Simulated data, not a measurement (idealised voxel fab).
The following is a process module called voxel transistor to metal.
It is cross-section cut that appears here, measuring 295 nm in width, its square cells being 5 nm in size.
Cross-section spec: square-cell grid; bands listed top down; each band is one or more rows.
Per band: top height and bottom height in nm, followed by the left-to-right materials and their widths in nm; "throughout" marks a single material spanning edge to edge, "air" marks empty space.
Height datum 0, below which the as-received substrate wafer is one material. Lowest band open at the bottom, running downward: "z 0 and below".
Width: "30->40" (first number = top row, second number = bottom row, same change from row to row of cells).
A step reported as "everything unchanged" is a step in which no cell of the cross-section changed.
The entry "Enclosed void entries" lists the empty spaces that cover at least 8 cells and have no open path to the top. Each is written as width x height at distance, where the distance is measured from the left edge and all three values are in nm.
after a step's settings: what the simulator itself notes on the step
On any step carrying a mask, the "overlay nm" setting, if present on the step's line, tells how far right of its planned place the mask lay; negative values point to the left.
## Steps planned for the process
step 1: RECEIVE (material Si)
step 2: CONFORMAL_DEP (material SiO2; thk nm 5)
step 3: CONFORMAL_DEP (material SiN; thk nm 15)
step 4: PATTERN (tone cover; mask id ACTIVE; material resist; width nm 105; pitch nm 135; thk nm 15; overlay nm 0)
step 5: DIRECTIONAL_ETCH (etch materials SiN; depth nm 15)
step 6: DIRECTIONAL_ETCH (etch materials SiO2; depth nm 5)
step 7: DIRECTIONAL_ETCH (etch materials Si; depth nm 30)
step 8: STRIP (etch materials resist)
step 9: OXIDIZE (depth nm 5)
step 10: FILL_DEP (material SiO2; thk nm 10)
step 11: CMP (height nm 20)
step 12: SELECTIVE_ETCH (etch materials SiO2; depth nm 15)
step 13: STRIP (etch materials SiN)
step 14: SELECTIVE_ETCH (etch materials SiO2; depth nm 5)
step 15: OXIDIZE (depth nm 5)
step 16: DIRECTIONAL_DEP (material polySi; thk nm 25)
step 17: DIRECTIONAL_DEP (material SiCN; thk nm 10)
step 18: MASKED_ETCH (tone cover; mask id GATE; width nm 25; pitch nm 135; etch materials SiCN; depth nm 20; overlay nm 0)
step 19: MASKED_ETCH (tone cover; mask id GATE; width nm 25; pitch nm 135; etch materials polySi; depth nm 35; overlay nm 0)
step 20: CONFORMAL_DEP (material SiO2; thk nm 5)
step 21: DIRECTIONAL_ETCH (etch materials SiO2; depth nm 5)
step 22: CONFORMAL_DEP (material SiN; thk nm 10)
step 23: DIRECTIONAL_ETCH (etch materials SiN; depth nm 10)
step 24: DIRECTIONAL_ETCH (etch materials SiO2; depth nm 5)
step 25: DIRECTIONAL_ETCH (etch materials Si; depth nm 15)
step 26: EPI (material nSi; thk nm 15)
step 27: FILL_DEP (material SiO2; thk nm 10)
step 28: CMP (height nm 35)
step 29: DIRECTIONAL_DEP (material SiO2; thk nm 15)
step 30: DIRECTIONAL_DEP (material aC; thk nm 15)
step 31: PATTERN (tone open; mask id CONTACT; material resist; width nm 30; thk nm 30; overlay nm 0)
step 32: DIRECTIONAL_ETCH (etch materials aC; depth nm 15)
step 33: STRIP (etch materials resist)
step 34: DIRECTIONAL_ETCH (etch materials SiO2; depth nm 55)
step 35: STRIP (etch materials aC)
step 36: CONFORMAL_DEP (material TiN; thk nm 5)
step 37: FILL_DEP (material W; thk nm 5)
step 38: CMP (height nm 50)
step 39: DIRECTIONAL_DEP (material TiN; thk nm 5)
step 40: DIRECTIONAL_DEP (material Ru; thk nm 20)
step 41: PATTERN (tone cover; mask id METAL_1; material resist; width nm 20; thk nm 20; overlay nm 0)
step 42: DIRECTIONAL_ETCH (etch materials Ru; depth nm 20)
step 43: DIRECTIONAL_ETCH (etch materials TiN; depth nm 5)
step 44: STRIP (etch materials resist)
step 45: CONFORMAL_DEP (material SiN; thk nm 5)
step 46: FILL_DEP (material lowk; thk nm 5)
step 47: CMP (height nm 75)
step 48: CONFORMAL_DEP (material SiCN; thk nm 5)
step 49: DIRECTIONAL_DEP (material lowk; thk nm 25)
step 50: DIRECTIONAL_DEP (material aC; thk nm 15)
step 51: PATTERN (tone open; mask id METAL_2; material resist; width nm 20; pitch nm 135; thk nm 35; overlay nm 0)
step 52: DIRECTIONAL_ETCH (etch materials aC; depth nm 15)
step 53: STRIP (etch materials resist)
step 54: DIRECTIONAL_ETCH (etch materials lowk; depth nm 15)
step 55: STRIP (etch materials aC)
step 56: DIRECTIONAL_DEP (material aC; thk nm 10)
step 57: PATTERN (tone open; mask id METAL_2_HOLES; material resist; width nm 15; pitch nm 135; thk nm 25; overlay nm 0)
step 58: DIRECTIONAL_ETCH (etch materials aC; depth nm 10)
step 59: STRIP (etch materials resist)
step 60: DIRECTIONAL_ETCH (etch materials lowk; depth nm 10)
step 61: DIRECTIONAL_ETCH (etch materials SiCN; depth nm 5)
step 62: STRIP (etch materials aC)
step 63: CONFORMAL_DEP (material TiN; thk nm 5)
step 64: FILL_DEP (material Cu; thk nm 5)
step 65: CMP (height nm 105)
step 66: CONFORMAL_DEP (material SiCN; thk nm 5)
## Received-state cross-section, reflecting completion of step 1
z 0 and below | Si throughout
Enclosed void entries: none
## Here's the cross-section of the first of our two wafers at the end of the module - it ran as planned
z 110 to 105 | SiCN throughout
z 105 to 95 | 30 lowk | 5 TiN | 10 Cu | 5 TiN | 115 lowk | 5 TiN | 10 Cu | 5 TiN | 110 lowk
z 95 to 90 | 30 lowk | 5 TiN | 5 Cu | 10 TiN | 115 lowk | 5 TiN | 5 Cu | 10 TiN | 110 lowk
z 90 to 80 | 30 lowk | 5 TiN | 5 Cu | 5 TiN | 120 lowk | 5 TiN | 5 Cu | 5 TiN | 115 lowk
z 80 to 75 | 30 SiCN | 15 TiN | 120 SiCN | 15 TiN | 115 SiCN
z 75 to 55 | 25 lowk | 5 SiN | 20 Ru | 5 SiN | 45 lowk | 5 SiN | 20 Ru | 5 SiN | 30 lowk | 5 SiN | 20 Ru | 5 SiN | 45 lowk | 5 SiN | 20 Ru | 5 SiN | 30 lowk
z 55 to 50 | 30 SiN | 20 TiN | 55 SiN | 20 TiN | 40 SiN | 20 TiN | 55 SiN | 20 TiN | 35 SiN
z 50 to 40 | 30 SiO2 | 5 TiN | 20 W | 5 TiN | 35 SiO2 | 5 TiN | 20 W | 5 TiN | 40 SiO2 | 5 TiN | 20 W | 5 TiN | 35 SiO2 | 5 TiN | 20 W | 5 TiN | 35 SiO2
z 40 to 35 | 30 SiO2 | 5 TiN | 10 W | 15 TiN | 35 SiO2 | 15 TiN | 10 W | 5 TiN | 40 SiO2 | 5 TiN | 10 W | 15 TiN | 35 SiO2 | 15 TiN | 10 W | 5 TiN | 35 SiO2
z 35 to 25 | 30 SiO2 | 5 TiN | 10 W | 5 TiN | 10 SiN | 5 SiO2 | 25 SiCN | 5 SiO2 | 10 SiN | 5 TiN | 10 W | 5 TiN | 40 SiO2 | 5 TiN | 10 W | 5 TiN | 10 SiN | 5 SiO2 | 25 SiCN | 5 SiO2 | 10 SiN | 5 TiN | 10 W | 5 TiN | 35 SiO2
z 25 to 15 | 30 SiO2 | 5 TiN | 10 W | 5 TiN | 10 SiN | 5 SiO2 | 25 polySi | 5 SiO2 | 10 SiN | 5 TiN | 10 W | 5 TiN | 40 SiO2 | 5 TiN | 10 W | 5 TiN | 10 SiN | 5 SiO2 | 25 polySi | 5 SiO2 | 10 SiN | 5 TiN | 10 W | 5 TiN | 35 SiO2
z 15 to 10 | 30 SiO2 | 20 TiN | 10 SiN | 5 SiO2 | 25 polySi | 5 SiO2 | 10 SiN | 20 TiN | 40 SiO2 | 20 TiN | 10 SiN | 5 SiO2 | 25 polySi | 5 SiO2 | 10 SiN | 20 TiN | 35 SiO2
z 10 to 0 | 30 SiO2 | 5 TiN | 15 nSi | 10 SiN | 5 SiO2 | 25 polySi | 5 SiO2 | 10 SiN | 15 nSi | 5 TiN | 40 SiO2 | 5 TiN | 15 nSi | 10 SiN | 5 SiO2 | 25 polySi | 5 SiO2 | 10 SiN | 15 nSi | 5 TiN | 35 SiO2
z 0 to -5 | 30 SiO2 | 5 TiN | 15 nSi | 55 SiO2 | 15 nSi | 5 TiN | 40 SiO2 | 5 TiN | 15 nSi | 55 SiO2 | 15 nSi | 5 TiN | 35 SiO2
z -5 to -20 | 30 SiO2 | 20 nSi | 55 Si | 20 nSi | 40 SiO2 | 20 nSi | 55 Si | 20 nSi | 35 SiO2
z -20 to -35 | 30 SiO2 | 95 Si | 40 SiO2 | 95 Si | 35 SiO2
z -35 and below | Si throughout
Enclosed void entries: none
## Cross-section, wafer two of two, end of module: same start and plan as wafer one, one error in execution
z 110 to 105 | SiCN throughout
z 105 to 95 | 30 lowk | 5 TiN | 10 Cu | 5 TiN | 115 lowk | 5 TiN | 10 Cu | 5 TiN | 110 lowk
z 95 to 90 | 30 lowk | 5 TiN | 5 Cu | 10 TiN | 115 lowk | 5 TiN | 5 Cu | 10 TiN | 110 lowk
z 90 to 80 | 30 lowk | 5 TiN | 5 Cu | 5 TiN | 120 lowk | 5 TiN | 5 Cu | 5 TiN | 115 lowk
z 80 to 75 | 30 SiCN | 15 TiN | 120 SiCN | 15 TiN | 115 SiCN
z 75 to 55 | 20 lowk | 5 SiN | 20 Ru | 5 SiN | 45 lowk | 5 SiN | 20 Ru | 5 SiN | 30 lowk | 5 SiN | 20 Ru | 5 SiN | 45 lowk | 5 SiN | 20 Ru | 5 SiN | 35 lowk
z 55 to 50 | 25 SiN | 20 TiN | 55 SiN | 20 TiN | 40 SiN | 20 TiN | 55 SiN | 20 TiN | 40 SiN
z 50 to 40 | 30 SiO2 | 5 TiN | 20 W | 5 TiN | 35 SiO2 | 5 TiN | 20 W | 5 TiN | 40 SiO2 | 5 TiN | 20 W | 5 TiN | 35 SiO2 | 5 TiN | 20 W | 5 TiN | 35 SiO2
z 40 to 35 | 30 SiO2 | 5 TiN | 10 W | 15 TiN | 35 SiO2 | 15 TiN | 10 W | 5 TiN | 40 SiO2 | 5 TiN | 10 W | 15 TiN | 35 SiO2 | 15 TiN | 10 W | 5 TiN | 35 SiO2
z 35 to 25 | 30 SiO2 | 5 TiN | 10 W | 5 TiN | 10 SiN | 5 SiO2 | 25 SiCN | 5 SiO2 | 10 SiN | 5 TiN | 10 W | 5 TiN | 40 SiO2 | 5 TiN | 10 W | 5 TiN | 10 SiN | 5 SiO2 | 25 SiCN | 5 SiO2 | 10 SiN | 5 TiN | 10 W | 5 TiN | 35 SiO2
z 25 to 15 | 30 SiO2 | 5 TiN | 10 W | 5 TiN | 10 SiN | 5 SiO2 | 25 polySi | 5 SiO2 | 10 SiN | 5 TiN | 10 W | 5 TiN | 40 SiO2 | 5 TiN | 10 W | 5 TiN | 10 SiN | 5 SiO2 | 25 polySi | 5 SiO2 | 10 SiN | 5 TiN | 10 W | 5 TiN | 35 SiO2
z 15 to 10 | 30 SiO2 | 20 TiN | 10 SiN | 5 SiO2 | 25 polySi | 5 SiO2 | 10 SiN | 20 TiN | 40 SiO2 | 20 TiN | 10 SiN | 5 SiO2 | 25 polySi | 5 SiO2 | 10 SiN | 20 TiN | 35 SiO2
z 10 to 0 | 30 SiO2 | 5 TiN | 15 nSi | 10 SiN | 5 SiO2 | 25 polySi | 5 SiO2 | 10 SiN | 15 nSi | 5 TiN | 40 SiO2 | 5 TiN | 15 nSi | 10 SiN | 5 SiO2 | 25 polySi | 5 SiO2 | 10 SiN | 15 nSi | 5 TiN | 35 SiO2
z 0 to -5 | 30 SiO2 | 5 TiN | 15 nSi | 55 SiO2 | 15 nSi | 5 TiN | 40 SiO2 | 5 TiN | 15 nSi | 55 SiO2 | 15 nSi | 5 TiN | 35 SiO2
z -5 to -20 | 30 SiO2 | 20 nSi | 55 Si | 20 nSi | 40 SiO2 | 20 nSi | 55 Si | 20 nSi | 35 SiO2
z -20 to -35 | 30 SiO2 | 95 Si | 40 SiO2 | 95 Si | 35 SiO2
z -35 and below | Si throughout
Enclosed void entries: none
It is concluded that the wafer was processed incorrectly with respect to the plan, in that contrary to plan, step 41 was performed as PATTERN (tone cover; mask id METAL_1; material resist; width nm 20; thk nm 20; overlay nm -5)
At the close, every material occupies the same number of cells on the second wafer as on the first, only in different positions.
